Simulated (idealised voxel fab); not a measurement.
The document below concerns the process module designated voxel lift off.
Each square cell in cross-section cut measures 5 nm, and the section as a whole is 225 nm wide.
A cross-section is written here as square cells arranged in a grid, and it is given in bands from the top down, each band taking up one or more rows of cells.
Each band's line starts with the height of the band's top and of its bottom, in nm. Then come its materials from left to right, each with its width in nm. One material with "everywhere" fills the band from edge to edge. "air" is empty space.
Height reference: 0 = level under which incoming wafer is all one material. Lowest band: no bottom, runs on downward, e.g. "0..down".
Quick explanation for "30->40": the width changes in equal steps down the rows of cells, from the first number in the band's top row to the second number in its bottom row.
Any step labelled "no change" changed none of the cells in the cross-section.
Under "Unvented voids" you'll find the enclosed gaps, the ones with no way out to the top, that are 8 cells or bigger; each reads width x height at distance, with distance counted from the left edge, everything in nm.
It should be noted that, on the line of a given step, the content following the step's settings is a remark produced by the simulator itself with respect to that step.
You can add "overlay nm" to a step's line. For a step with a mask, it describes how far the mask lay to the right of its planned position, and a negative number describes a lay to the left.
LIST OF PLANNED PROCESS STEPS
1. RECEIVE, material Si
2. CONFORMAL_DEP, material SiO2, thk nm 10
3. PATTERN, tone open, mask id LINES, material resist, width nm 20, pitch nm 50, thk nm 20, overlay nm 0
4. DIRECTIONAL_DEP, material Ru, thk nm 5
5. STRIP, etch materials resist
6. CONFORMAL_DEP, material SiO2, thk nm 5
THE FIRST WAFER OF TWO, PROCESSED AS PLANNED
INCOMING WAFER IN CROSS-SECTION (STATE: AFTER STEP 1)
0..down | Si everywhere
Unvented voids: none
STEP 2 DONE - WAFER CROSS-SECTION
10..0 | SiO2 everywhere
Below 0, no change.
STEP 3 DONE - WAFER CROSS-SECTION
30..10 | resist (75); air (20); resist (30); air (20); resist (80)
Below 10, no change.
STEP 4 DONE - WAFER CROSS-SECTION
35..30 | Ru (75); air (20); Ru (30); air (20); Ru (80)
30..15 | resist (75); air (20); resist (30); air (20); resist (80)
15..10 | resist (75); Ru (20); resist (30); Ru (20); resist (80)
Below 10, no change.
STEP 5 DONE - WAFER CROSS-SECTION
15..10 | air (75); Ru (20); air (30); Ru (20); air (80)
Below 10, no change.
STEP 6 DONE - WAFER CROSS-SECTION
20..15 | air (70); SiO2 (30); air (20); SiO2 (30); air (75)
15..10 | SiO2 (75); Ru (20); SiO2 (30); Ru (20); SiO2 (80)
Below 10, no change.
REGARDING THE SECOND OF THE TWO WAFERS: IT SHARED THE FIRST WAFER'S STARTING CONDITION AND PROCESS PLAN, YET ONE ERROR OCCURRED DURING ITS EXECUTION. ITS HISTORY COINCIDES WITH THAT OF THE FIRST WAFER UP TO AND INCLUDING STEP 1
SECOND WAFER, SECTION VIEW, TIME POINT: SCHEDULED END OF STEP 2
10..0 | Ru everywhere
Below 0, no change.
SECOND WAFER, SECTION VIEW, TIME POINT: SCHEDULED END OF STEP 3
30..10 | resist (75); air (20); resist (30); air (20); resist (80)
Below 10, no change.
SECOND WAFER, SECTION VIEW, TIME POINT: SCHEDULED END OF STEP 4
35..30 | Ru (75); air (20); Ru (30); air (20); Ru (80)
30..15 | resist (75); air (20); resist (30); air (20); resist (80)
15..10 | resist (75); Ru (20); resist (30); Ru (20); resist (80)
Below 10, no change.
SECOND WAFER, SECTION VIEW, TIME POINT: SCHEDULED END OF STEP 5
15..10 | air (75); Ru (20); air (30); Ru (20); air (80)
Below 10, no change.
SECOND WAFER, SECTION VIEW, TIME POINT: SCHEDULED END OF STEP 6
20..15 | air (70); SiO2 (30); air (20); SiO2 (30); air (75)
15..10 | SiO2 (75); Ru (20); SiO2 (30); Ru (20); SiO2 (80)
Below 10, no change.
What was done differently from what was planned? step 2 went in with a setting other than planned; the actual run was CONFORMAL_DEP, material Ru, thk nm 10
The closing comparison, in cells, has the second wafer with more or fewer of some materials than the first: Ru: 90 more, SiO2: 90 fewer
